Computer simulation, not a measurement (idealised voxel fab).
voxel self aligned vias: a process module
Cross-section cut: width 215 nm, square cells of 5 nm.
When this document writes out a cross-section, it uses a grid of square cells and lists it as bands, beginning at the top and moving down, with a band standing for one or more rows of cells. First you get the band's top height and its bottom height, in nm, and then the materials it's made of, left to right, with each width in nm. If you see a single material with "full width", that one covers the band edge to edge. "air" is empty space. Height datum 0, below which the as-received substrate wafer is one material. Lowest band open at the bottom, running downward: "from 0 down". When a width is written as two numbers, as in "30..40", the first number is the width in the top row of cells of the band and the second is the width in its bottom row, and the width changes by the same amount from each row to the next. Where a step carries "nothing got changed", the cross-section came out of it unchanged, cell for cell. Empty spaces counting at least 8 cells and having no open way to the top are listed in "Catalogued sealed voids". The notation width x height at distance is used for each, the distance being from the left edge and all three values in nm. Formally, on a step line, whatever follows the settings is a remark that the simulator itself makes on the step. overlay nm: right-of-plan distance of the mask on a masked step; negative values mean left-of-plan.
THE PLANNED PROCESS STEPS ARE ENUMERATED HEREUNDER
- 1: RECEIVE: material Si
- 2: CONFORMAL_DEP: material SiO2, thk nm 10
- 3: CONFORMAL_DEP: material SiCN, thk nm 5
- 4: DIRECTIONAL_DEP: material lowk, thk nm 30
- 5: MASKED_ETCH: tone open, mask id LINES, width nm 25, pitch nm 50, etch materials lowk, depth nm 30, overlay nm 0
- 6: CONFORMAL_DEP: material TiN, thk nm 5
- 7: FILL_DEP: material Ru, thk nm 5
- 8: CMP: height nm 45
- 9: SELECTIVE_ETCH: etch materials W Ru TiN, depth nm 5
- 10: FILL_DEP: material SiN, thk nm 10
- 11: CMP: height nm 45
- 12: DIRECTIONAL_DEP: material lowk, thk nm 15
- 13: PATTERN: tone open, mask id VIAS, material resist, width nm 35, thk nm 15, overlay nm 0
- 14: DIRECTIONAL_ETCH: etch materials lowk, depth nm 15
- 15: DIRECTIONAL_ETCH: etch materials SiN, depth nm 5
- 16: STRIP: etch materials resist
- 17: CONFORMAL_DEP: material TiN, thk nm 5
- 18: FILL_DEP: material Cu, thk nm 10
- 19: CMP: height nm 60
- 20: CONFORMAL_DEP: material SiCN, thk nm 5
FIRST OF THE TWO WAFERS, RUN PER PLAN
CROSS-SECTION OF THE WAFER UPON ARRIVAL, REPRESENTING THE STATE REACHED AFTER STEP 1
* from 0 down  Si full width
* Catalogued sealed voids: none
AFTER STEP 2
* from 10 to 0  SiO2 full width
* For the remainder of the cross-section, below 0, there is no change.
AFTER STEP 3
* from 15 to 10  SiCN full width
* For the remainder of the cross-section, below 10, there is no change.
AFTER STEP 4
* from 45 to 15  lowk full width
* For the remainder of the cross-section, below 15, there is no change.
AFTER STEP 5
* from 45 to 15  lowk (70)  air (25)  lowk (25)  air (25)  lowk (70)
* For the remainder of the cross-section, below 15, there is no change.
AFTER STEP 6
* from 50 to 45  TiN (75)  air (15)  TiN (35)  air (15)  TiN (75)
* from 45 to 20  lowk (70)  TiN (5)  air (15)  TiN (5)  lowk (25)  TiN (5)  air (15)  TiN (5)  lowk (70)
* from 20 to 15  lowk (70)  TiN (25)  lowk (25)  TiN (25)  lowk (70)
* For the remainder of the cross-section, below 15, there is no change.
AFTER STEP 7
* from 55 to 50  Ru full width
* from 50 to 45  TiN (75)  Ru (15)  TiN (35)  Ru (15)  TiN (75)
* from 45 to 20  lowk (70)  TiN (5)  Ru (15)  TiN (5)  lowk (25)  TiN (5)  Ru (15)  TiN (5)  lowk (70)
* For the remainder of the cross-section, below 20, there is no change.
AFTER STEP 8
* from 45 to 20  lowk (70)  TiN (5)  Ru (15)  TiN (5)  lowk (25)  TiN (5)  Ru (15)  TiN (5)  lowk (70)
* For the remainder of the cross-section, below 20, there is no change.
AFTER STEP 9
* from 45 to 40  lowk (70)  air (25)  lowk (25)  air (25)  lowk (70)
* For the remainder of the cross-section, below 40, there is no change.
AFTER STEP 10
* from 55 to 45  SiN full width
* from 45 to 40  lowk (70)  SiN (25)  lowk (25)  SiN (25)  lowk (70)
* For the remainder of the cross-section, below 40, there is no change.
AFTER STEP 11
* from 45 to 40  lowk (70)  SiN (25)  lowk (25)  SiN (25)  lowk (70)
* For the remainder of the cross-section, below 40, there is no change.
AFTER STEP 12
* from 60 to 45  lowk full width
* For the remainder of the cross-section, below 45, there is no change.
AFTER STEP 13
* from 75 to 60  resist (65)  air (35)  resist (115)
* For the remainder of the cross-section, below 60, there is no change.
AFTER STEP 14
* from 75 to 60  resist (65)  air (35)  resist (115)
* from 60 to 45  lowk (65)  air (35)  lowk (115)
* For the remainder of the cross-section, below 45, there is no change.
AFTER STEP 15
* from 75 to 60  resist (65)  air (35)  resist (115)
* from 60 to 45  lowk (65)  air (35)  lowk (115)
* from 45 to 40  lowk (70)  air (25)  lowk (25)  SiN (25)  lowk (70)
* For the remainder of the cross-section, below 40, there is no change.
AFTER STEP 16
* from 60 to 45  lowk (65)  air (35)  lowk (115)
* For the remainder of the cross-section, below 45, there is no change.
AFTER STEP 17
* from 65 to 60  TiN (70)  air (25)  TiN (120)
* from 60 to 50  lowk (65)  TiN (5)  air (25)  TiN (5)  lowk (115)
* from 50 to 45  lowk (65)  TiN (10)  air (15)  TiN (10)  lowk (115)
* from 45 to 40  lowk (70)  TiN (25)  lowk (25)  SiN (25)  lowk (70)
* For the remainder of the cross-section, below 40, there is no change.
AFTER STEP 18
* from 75 to 65  Cu full width
* from 65 to 60  TiN (70)  Cu (25)  TiN (120)
* from 60 to 50  lowk (65)  TiN (5)  Cu (25)  TiN (5)  lowk (115)
* from 50 to 45  lowk (65)  TiN (10)  Cu (15)  TiN (10)  lowk (115)
* For the remainder of the cross-section, below 45, there is no change.
AFTER STEP 19
* from 60 to 50  lowk (65)  TiN (5)  Cu (25)  TiN (5)  lowk (115)
* For the remainder of the cross-section, below 50, there is no change.
AFTER STEP 20
* from 65 to 60  SiCN full width
* For the remainder of the cross-section, below 60, there is no change.
WAFER TWO: LIKE WAFER ONE IN START AND PLAN, BUT WITH ONE MISTAKE IN EXECUTION; IDENTICAL UP TO AND INCLUDING STEP 3
SECOND WAFER AT THE PLANNED FINISH OF STEP 4, SEEN IN CROSS-SECTION
* from 40 to 15  lowk full width
* For the remainder of the cross-section, below 15, there is no change.
SECOND WAFER AT THE PLANNED FINISH OF STEP 5, SEEN IN CROSS-SECTION
* from 40 to 15  lowk (70)  air (25)  lowk (25)  air (25)  lowk (70)
* For the remainder of the cross-section, below 15, there is no change.
SECOND WAFER AT THE PLANNED FINISH OF STEP 6, SEEN IN CROSS-SECTION
* from 45 to 40  TiN (75)  air (15)  TiN (35)  air (15)  TiN (75)
* from 40 to 20  lowk (70)  TiN (5)  air (15)  TiN (5)  lowk (25)  TiN (5)  air (15)  TiN (5)  lowk (70)
* from 20 to 15  lowk (70)  TiN (25)  lowk (25)  TiN (25)  lowk (70)
* For the remainder of the cross-section, below 15, there is no change.
SECOND WAFER AT THE PLANNED FINISH OF STEP 7, SEEN IN CROSS-SECTION
* from 50 to 45  Ru full width
* from 45 to 40  TiN (75)  Ru (15)  TiN (35)  Ru (15)  TiN (75)
* from 40 to 20  lowk (70)  TiN (5)  Ru (15)  TiN (5)  lowk (25)  TiN (5)  Ru (15)  TiN (5)  lowk (70)
* For the remainder of the cross-section, below 20, there is no change.
SECOND WAFER AT THE PLANNED FINISH OF STEP 8, SEEN IN CROSS-SECTION
* from 45 to 40  TiN (75)  Ru (15)  TiN (35)  Ru (15)  TiN (75)
* For the remainder of the cross-section, below 40, there is no change.
SECOND WAFER AT THE PLANNED FINISH OF STEP 9, SEEN IN CROSS-SECTION
* from 40 to 20  lowk (70)  TiN (5)  Ru (15)  TiN (5)  lowk (25)  TiN (5)  Ru (15)  TiN (5)  lowk (70)
* For the remainder of the cross-section, below 20, there is no change.
SECOND WAFER AT THE PLANNED FINISH OF STEP 10, SEEN IN CROSS-SECTION
* from 50 to 40  SiN full width
* For the remainder of the cross-section, below 40, there is no change.
SECOND WAFER AT THE PLANNED FINISH OF STEP 11, SEEN IN CROSS-SECTION
* from 45 to 40  SiN full width
* For the remainder of the cross-section, below 40, there is no change.
SECOND WAFER AT THE PLANNED FINISH OF STEP 12, SEEN IN CROSS-SECTION
* from 60 to 45  lowk full width
* For the remainder of the cross-section, below 45, there is no change.
SECOND WAFER AT THE PLANNED FINISH OF STEP 13, SEEN IN CROSS-SECTION
* from 75 to 60  resist (65)  air (35)  resist (115)
* For the remainder of the cross-section, below 60, there is no change.
SECOND WAFER AT THE PLANNED FINISH OF STEP 14, SEEN IN CROSS-SECTION
* from 75 to 60  resist (65)  air (35)  resist (115)
* from 60 to 45  lowk (65)  air (35)  lowk (115)
* For the remainder of the cross-section, below 45, there is no change.
SECOND WAFER AT THE PLANNED FINISH OF STEP 15, SEEN IN CROSS-SECTION
* from 75 to 60  resist (65)  air (35)  resist (115)
* from 60 to 45  lowk (65)  air (35)  lowk (115)
* from 45 to 40  SiN (65)  air (35)  SiN (115)
* For the remainder of the cross-section, below 40, there is no change.
SECOND WAFER AT THE PLANNED FINISH OF STEP 16, SEEN IN CROSS-SECTION
* from 60 to 45  lowk (65)  air (35)  lowk (115)
* For the remainder of the cross-section, below 45, there is no change.
SECOND WAFER AT THE PLANNED FINISH OF STEP 17, SEEN IN CROSS-SECTION
* from 65 to 60  TiN (70)  air (25)  TiN (120)
* from 60 to 45  lowk (65)  TiN (5)  air (25)  TiN (5)  lowk (115)
* from 45 to 40  SiN (65)  TiN (35)  SiN (115)
* For the remainder of the cross-section, below 40, there is no change.
SECOND WAFER AT THE PLANNED FINISH OF STEP 18, SEEN IN CROSS-SECTION
* from 75 to 65  Cu full width
* from 65 to 60  TiN (70)  Cu (25)  TiN (120)
* from 60 to 45  lowk (65)  TiN (5)  Cu (25)  TiN (5)  lowk (115)
* For the remainder of the cross-section, below 45, there is no change.
SECOND WAFER AT THE PLANNED FINISH OF STEP 19, SEEN IN CROSS-SECTION
* from 60 to 45  lowk (65)  TiN (5)  Cu (25)  TiN (5)  lowk (115)
* For the remainder of the cross-section, below 45, there is no change.
SECOND WAFER AT THE PLANNED FINISH OF STEP 20, SEEN IN CROSS-SECTION
* from 65 to 60  SiCN full width
* For the remainder of the cross-section, below 60, there is no change.
Short version of what went wrong: step 4 did not happen as planned, as run it was DIRECTIONAL_DEP: material lowk, thk nm 25
Counted in cells at the end, the second wafer holds more or fewer of these materials than the first: Cu +2, SiN +31, lowk -33
